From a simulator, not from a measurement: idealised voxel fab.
This section sets out a process module, namely voxel released beams.
The figure presents cross-section cut, which has a width of 280 nm and is divided into square cells with an edge length of 5 nm.
A cross-section is written here as square cells arranged in a grid, and it is given in bands from the top down, each band taking up one or more rows of cells.
Heights first: top, then bottom, in nm. Then materials, left to right, each with a width in nm. "throughout" on a single material: fills the band edge to edge. "air": empty space.
Below 0: as-received wafer, all one material; heights counted from there. Lowest band: no bottom, goes on down, written "0 and below".
Think of "30 to 40" as a width that walks from the first number to the second as you go down the band, top row to bottom row, taking equal-sized steps from row to row.
The cross-section has no changed cell in any step marked "nothing changed".
Heads up: "Trapped voids" only lists the empty pockets with no open path to the top that are 8 cells or more, and it writes them as width x height at distance, distance from the left edge, in nm.
Formally, on a step line, whatever follows the settings is a remark that the simulator itself makes on the step.
overlay nm: where the mask lay relative to plan, measured to the right, on steps with a mask; negatives go left.
-- Below is the list of planned process steps
1) op RECEIVE | material Si
2) op CONFORMAL_DEP | material SiN | thk nm 10
3) op DIRECTIONAL_DEP | material SiO2 | thk nm 15
4) op MASKED_ETCH | tone open | mask id ANCHOR | width nm 30 | etch materials SiO2 | depth nm 15 | overlay nm 0
5) op CONFORMAL_DEP | material W | thk nm 10
6) op DIRECTIONAL_DEP | material aC | thk nm 10
7) op PATTERN | tone cover | mask id BEAM | material resist | width nm 85 | thk nm 30 | overlay nm 0
8) op DIRECTIONAL_ETCH | etch materials aC | depth nm 10
9) op STRIP | etch materials resist
10) op DIRECTIONAL_ETCH | etch materials W | depth nm 10
11) op STRIP | etch materials aC
12) op STRIP | etch materials SiO2
-- Step 1 complete: cross-section of the wafer as received
- 0 and below = Si throughout
- Trapped voids: none
-- End-of-module cross-section of the first of two wafers, processed as planned
- 35 down to 25 = air 95, then W 15, then air 10, then W 60, then air 100
- 25 down to 20 = air 100, then W 10, then air 10, then W 10, then air 150
- 20 down to 10 = air 100, then W 30, then air 150
- 10 down to 0 = SiN throughout
- 0 and below = Si throughout
- Trapped voids: none
-- So this is wafer number two of the two, cut at the end of the module - it started where the first did and had the same plan, we just got one thing wrong running it
- 25 down to 15 = air 95, then W 15, then air 10, then W 60, then air 100
- 15 down to 10 = air 100, then W 10, then air 10, then W 10, then air 150
- 10 down to 0 = air 100, then W 30, then air 150
- 0 and below = Si throughout
- Trapped voids: none
Run error: step 2 of the plan was jumped over and never run
The closing comparison, in cells, has the second wafer with more or fewer of some materials than the first: SiN: 112 fewer
